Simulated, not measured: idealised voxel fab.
This is a process module. Its name is voxel self aligned contacts.
Cross-section cut spans 300 nm and uses square cells 5 nm in size.
Bands, listed from the top down, are how a cross-section gets written in this document; the cross-section itself is a grid of square cells, and a band is one or more rows of them.
Band: top height; bottom height; in nm. Then, left to right: material with width in nm, for each material. "throughout": a single material spanning edge to edge. "blank": empty space.
Basically, 0 is our baseline, since under it the wafer straight out of the box is all one material. The bottom band has no lower end and keeps on going down, so it looks like "0..down".
It should be noted that a width expressed as "30 to 40" varies in equal increments from row to row of cells within the band, taking the value of the first number at the top row and that of the second number at the bottom row.
"remains unaltered" -> step changed no cross-section cell.
Basically, "Unvented internal voids" tells you about the enclosed voids: empty spaces with no open way to the top, 8 cells or bigger, each written width x height at distance, where distance is from the left edge, all in nm.
Step line, after settings: the simulator's comment on this step.
Regarding "overlay nm": on a step with a mask, it is the distance the mask lay to the right of its planned place; a negative value places it to the left.
[plan]
- 1: RECEIVE with material Si
- 2: OXIDIZE with depth nm 5
- 3: DIRECTIONAL_DEP with material polySi, thk nm 20
- 4: DIRECTIONAL_DEP with material SiN, thk nm 15
- 5: PATTERN with tone cover, mask id GATE, material resist, width nm 35, pitch nm 60, thk nm 20, overlay nm 0
- 6: DIRECTIONAL_ETCH with etch materials SiN, depth nm 15
- 7: DIRECTIONAL_ETCH with etch materials polySi, depth nm 20
- 8: STRIP with etch materials resist
- 9: CONFORMAL_DEP with material SiN, thk nm 5
- 10: DIRECTIONAL_ETCH with etch materials SiN, depth nm 5
- 11: FILL_DEP with material SiO2, thk nm 15
- 12: CMP with height nm 45
- 13: PATTERN with tone open, mask id CONTACT, material resist, width nm 35, thk nm 15, overlay nm 0
- 14: DIRECTIONAL_ETCH with etch materials SiO2, depth nm 50
- 15: STRIP with etch materials resist
- 16: CONFORMAL_DEP with material TiN, thk nm 5
- 17: FILL_DEP with material Ru, thk nm 10
- 18: CMP with height nm 45
- 19: CONFORMAL_DEP with material SiN, thk nm 5
[The first of a set of two wafers, run to plan]
[Received-state cross-section, reflecting completion of step 1]
  0..down = Si throughout
  Unvented internal voids: none
[Wafer section view after processing step 2]
  0..-5 = SiO2 throughout
  Rest of section, below -5: as before.
[Wafer section view after processing step 3]
  20..0 = polySi throughout
  Rest of section, below 0: as before.
[Wafer section view after processing step 4]
  35..20 = SiN throughout
  Rest of section, below 20: as before.
[Wafer section view after processing step 5]
  55..35 = 100 blank; 35 resist; 25 blank; 35 resist; 105 blank
  Rest of section, below 35: as before.
[Wafer section view after processing step 6]
  55..35 = 100 blank; 35 resist; 25 blank; 35 resist; 105 blank
  35..20 = 100 blank; 35 SiN; 25 blank; 35 SiN; 105 blank
  Rest of section, below 20: as before.
[Wafer section view after processing step 7]
  55..35 = 100 blank; 35 resist; 25 blank; 35 resist; 105 blank
  35..20 = 100 blank; 35 SiN; 25 blank; 35 SiN; 105 blank
  20..0 = 100 blank; 35 polySi; 25 blank; 35 polySi; 105 blank
  Rest of section, below 0: as before.
[Wafer section view after processing step 8]
  35..20 = 100 blank; 35 SiN; 25 blank; 35 SiN; 105 blank
  Rest of section, below 20: as before.
[Wafer section view after processing step 9]
  40..20 = 95 blank; 45 SiN; 15 blank; 45 SiN; 100 blank
  20..5 = 95 blank; 5 SiN; 35 polySi; 5 SiN; 15 blank; 5 SiN; 35 polySi; 5 SiN; 100 blank
  5..0 = 100 SiN; 35 polySi; 25 SiN; 35 polySi; 105 SiN
  Rest of section, below 0: as before.
[Wafer section view after processing step 10]
  35..20 = 95 blank; 45 SiN; 15 blank; 45 SiN; 100 blank
  20..0 = 95 blank; 5 SiN; 35 polySi; 5 SiN; 15 blank; 5 SiN; 35 polySi; 5 SiN; 100 blank
  Rest of section, below 0: as before.
[Wafer section view after processing step 11]
  50..35 = SiO2 throughout
  35..20 = 95 SiO2; 45 SiN; 15 SiO2; 45 SiN; 100 SiO2
  20..0 = 95 SiO2; 5 SiN; 35 polySi; 5 SiN; 15 SiO2; 5 SiN; 35 polySi; 5 SiN; 100 SiO2
  Rest of section, below 0: as before.
[Wafer section view after processing step 12]
  45..35 = SiO2 throughout
  Rest of section, below 35: as before.
[Wafer section view after processing step 13]
  60..45 = 130 resist; 35 blank; 135 resist
  Rest of section, below 45: as before.
[Wafer section view after processing step 14]
  60..45 = 130 resist; 35 blank; 135 resist
  45..35 = 130 SiO2; 35 blank; 135 SiO2
  35..20 = 95 SiO2; 45 SiN; 15 blank; 45 SiN; 100 SiO2
  20..0 = 95 SiO2; 5 SiN; 35 polySi; 5 SiN; 15 blank; 5 SiN; 35 polySi; 5 SiN; 100 SiO2
  0..-5 = 140 SiO2; 15 blank; 145 SiO2
  Rest of section, below -5: as before.
[Wafer section view after processing step 15]
  45..35 = 130 SiO2; 35 blank; 135 SiO2
  Rest of section, below 35: as before.
[Wafer section view after processing step 16]
  50..45 = 135 TiN; 25 blank; 140 TiN
  45..35 = 130 SiO2; 5 to 15 TiN; 25 to 5 blank; 5 to 15 TiN; 135 SiO2
  35..20 = 95 SiO2; 45 SiN; 5 TiN; 5 blank; 5 TiN; 45 SiN; 100 SiO2
  20..0 = 95 SiO2; 5 SiN; 35 polySi; 5 SiN; 5 TiN; 5 blank; 5 TiN; 5 SiN; 35 polySi; 5 SiN; 100 SiO2
  0..-5 = 140 SiO2; 15 TiN; 145 SiO2
  Rest of section, below -5: as before.
[Wafer section view after processing step 17]
  60..50 = Ru throughout
  50..45 = 135 TiN; 25 Ru; 140 TiN
  45..35 = 130 SiO2; 5 to 15 TiN; 25 to 5 Ru; 5 to 15 TiN; 135 SiO2
  35..20 = 95 SiO2; 45 SiN; 5 TiN; 5 Ru; 5 TiN; 45 SiN; 100 SiO2
  20..0 = 95 SiO2; 5 SiN; 35 polySi; 5 SiN; 5 TiN; 5 Ru; 5 TiN; 5 SiN; 35 polySi; 5 SiN; 100 SiO2
  Rest of section, below 0: as before.
[Wafer section view after processing step 18]
  45..35 = 130 SiO2; 5 to 15 TiN; 25 to 5 Ru; 5 to 15 TiN; 135 SiO2
  Rest of section, below 35: as before.
[Wafer section view after processing step 19]
  50..45 = SiN throughout
  Rest of section, below 45: as before.
[Second wafer, same starting state and plan as the first, one mistake in the run, identical through step 17]
Second wafer profile in section, at the moment step 18 of the plan was meant to be complete: remains unaltered
[Second wafer profile in section, at the moment step 19 of the plan was meant to be complete]
  65..60 = SiN throughout
  Rest of section, below 60: as before.
Against the plan, the run slipped here: step 18 was left out
Heads up, by the end the second wafer has more or fewer cells of some materials compared to the first: Ru: 125 more | TiN: 55 more
